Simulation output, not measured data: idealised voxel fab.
Title: Process Module voxel capacitor over wiring
For reference, the cross-section in this document is cut, with width 155 nm and square cells of 5 nm.
Cross-section, as written here: a square-cell grid given band by band from the top down, where a band holds one or more rows of cells. Look at the band entry: it leads with the top's height and the bottom's height in nm. Then it lists the materials left to right, with a width in nm for each. The word "throughout" on a single material says that material fills the band edge to edge. The word "blank" is empty space. Height datum 0, below which the as-received substrate wafer is one material. Lowest band open at the bottom, running downward: "top 0, no bottom". The expression "30..40" gives the width at the extremes of the band, the first number at its top row of cells and the second at its bottom row, with the width changing by equal amounts from each row to the next in between. Step marked "no change"? Then no cell in the cross-section changed in it. "Unvented internal voids" - sealed voids, min. 8 cells, no opening to top; format: width x height at distance (distance from left edge; nm throughout). Step line, after settings: the simulator's comment on this step. overlay nm: for a step with a mask, the amount by which the mask lay right of where it was planned; a negative amount means left of it.

-- So here's the lineup of process steps we planned
| 1 | RECEIVE [material Si] |
| 2 | CONFORMAL_DEP [material SiO2] [thk nm 10] |
| 3 | CONFORMAL_DEP [material SiCN] [thk nm 5] |
| 4 | DIRECTIONAL_DEP [material SiO2] [thk nm 20] |
| 5 | DIRECTIONAL_DEP [material aC] [thk nm 15] |
| 6 | PATTERN [tone open] [mask id METAL_1] [material resist] [width nm 30] [pitch nm 90] [thk nm 35] [overlay nm 0] |
| 7 | DIRECTIONAL_ETCH [etch materials aC] [depth nm 15] |
| 8 | STRIP [etch materials resist] |
| 9 | DIRECTIONAL_ETCH [etch materials SiO2] [depth nm 20] |
| 10 | DIRECTIONAL_ETCH [etch materials SiCN] [depth nm 5] |
| 11 | STRIP [etch materials aC] |
| 12 | CONFORMAL_DEP [material TiN] [thk nm 5] |
| 13 | FILL_DEP [material Ru] [thk nm 10] |
| 14 | CMP [height nm 35] |
| 15 | CONFORMAL_DEP [material SiCN] [thk nm 5] |
| 16 | DIRECTIONAL_DEP [material SiO2] [thk nm 20] |
| 17 | PATTERN [tone open] [mask id PLUG_1] [material resist] [width nm 15] [thk nm 20] [overlay nm 0] |
| 18 | DIRECTIONAL_ETCH [etch materials SiO2] [depth nm 20] |
| 19 | DIRECTIONAL_ETCH [etch materials SiCN] [depth nm 5] |
| 20 | STRIP [etch materials resist] |
| 21 | EPI [material Ru] [thk nm 10] |
| 22 | EPI [material Ru] [thk nm 10] |
| 23 | EPI [material Ru] [thk nm 5] |
| 24 | DIRECTIONAL_DEP [material TiN] [thk nm 10] |
| 25 | DIRECTIONAL_DEP [material Al2O3] [thk nm 5] |
| 26 | DIRECTIONAL_DEP [material TiN] [thk nm 10] |
| 27 | DIRECTIONAL_DEP [material aC] [thk nm 15] |
| 28 | PATTERN [tone cover] [mask id UPPER_PLATE] [material resist] [width nm 65] [thk nm 30] [overlay nm 0] |
| 29 | DIRECTIONAL_ETCH [etch materials aC] [depth nm 15] |
| 30 | STRIP [etch materials resist] |
| 31 | DIRECTIONAL_ETCH [etch materials TiN] [depth nm 10] |
| 32 | DIRECTIONAL_ETCH [etch materials Al2O3] [depth nm 5] |
| 33 | STRIP [etch materials aC] |
| 34 | DIRECTIONAL_DEP [material aC] [thk nm 10] |
| 35 | PATTERN [tone cover] [mask id LOWER_PLATE] [material resist] [width nm 75] [thk nm 30] [overlay nm 0] |
| 36 | DIRECTIONAL_ETCH [etch materials aC] [depth nm 10] |
| 37 | STRIP [etch materials resist] |
| 38 | DIRECTIONAL_ETCH [etch materials TiN] [depth nm 10] |
| 39 | STRIP [etch materials aC] |
| 40 | FILL_DEP [material SiO2] [thk nm 15] |
| 41 | CMP [height nm 95] |
| 42 | DIRECTIONAL_DEP [material aC] [thk nm 15] |
| 43 | PATTERN [tone open] [mask id PLUG_2] [material resist] [width nm 15] [thk nm 35] [overlay nm 0] |
| 44 | DIRECTIONAL_ETCH [etch materials aC] [depth nm 15] |
| 45 | STRIP [etch materials resist] |
| 46 | DIRECTIONAL_ETCH [etch materials SiO2] [depth nm 10] |
| 47 | STRIP [etch materials aC] |
| 48 | CONFORMAL_DEP [material TiN] [thk nm 5] |
| 49 | FILL_DEP [material Ru] [thk nm 10] |
| 50 | CMP [height nm 95] |
| 51 | CONFORMAL_DEP [material SiN] [thk nm 5] |

-- Cross-section, incoming material, after step 1
* top 0, no bottom  Si throughout
* Unvented internal voids: none

-- This is how the wafer looks in cross-section once the module is done, given the starting state and plan above and one mistake in carrying the plan out
* top 100, bottom 95  SiN throughout
* top 95, bottom 90  40 nm SiO2 / 5 nm TiN / 5 nm Ru / 5 nm TiN / 100 nm SiO2
* top 90, bottom 85  40 nm SiO2 / 15 nm TiN / 100 nm SiO2
* top 85, bottom 75  45 nm SiO2 / 50 nm TiN / 60 nm SiO2
* top 75, bottom 70  45 nm SiO2 / 50 nm Al2O3 / 60 nm SiO2
* top 70, bottom 60  25 nm SiO2 / 5 nm TiN / 15 nm SiO2 / 55 nm TiN / 55 nm SiO2
* top 60, bottom 50  30 nm SiO2 / 15 nm TiN / 110 nm SiO2
* top 50, bottom 45  30 nm SiO2 / 15 nm Al2O3 / 110 nm SiO2
* top 45, bottom 40  30 nm SiO2 / 15 nm TiN / 110 nm SiO2
* top 40, bottom 35  30 nm SiCN / 15 nm TiN / 110 nm SiCN
* top 35, bottom 15  10 nm Ru / 5 nm TiN / 30 nm SiO2 / 5 nm TiN / 50 nm Ru / 5 nm TiN / 30 nm SiO2 / 5 nm TiN / 15 nm Ru
* top 15, bottom 10  15 nm TiN / 30 nm SiCN / 60 nm TiN / 30 nm SiCN / 20 nm TiN
* top 10, bottom 0  SiO2 throughout
* top 0, no bottom  Si throughout
* Unvented internal voids: none
What was the processing mistake? step 6 off recipe, ran as PATTERN [tone cover] [mask id METAL_1] [material resist] [width nm 30] [pitch nm 90] [thk nm 35] [overlay nm 0]
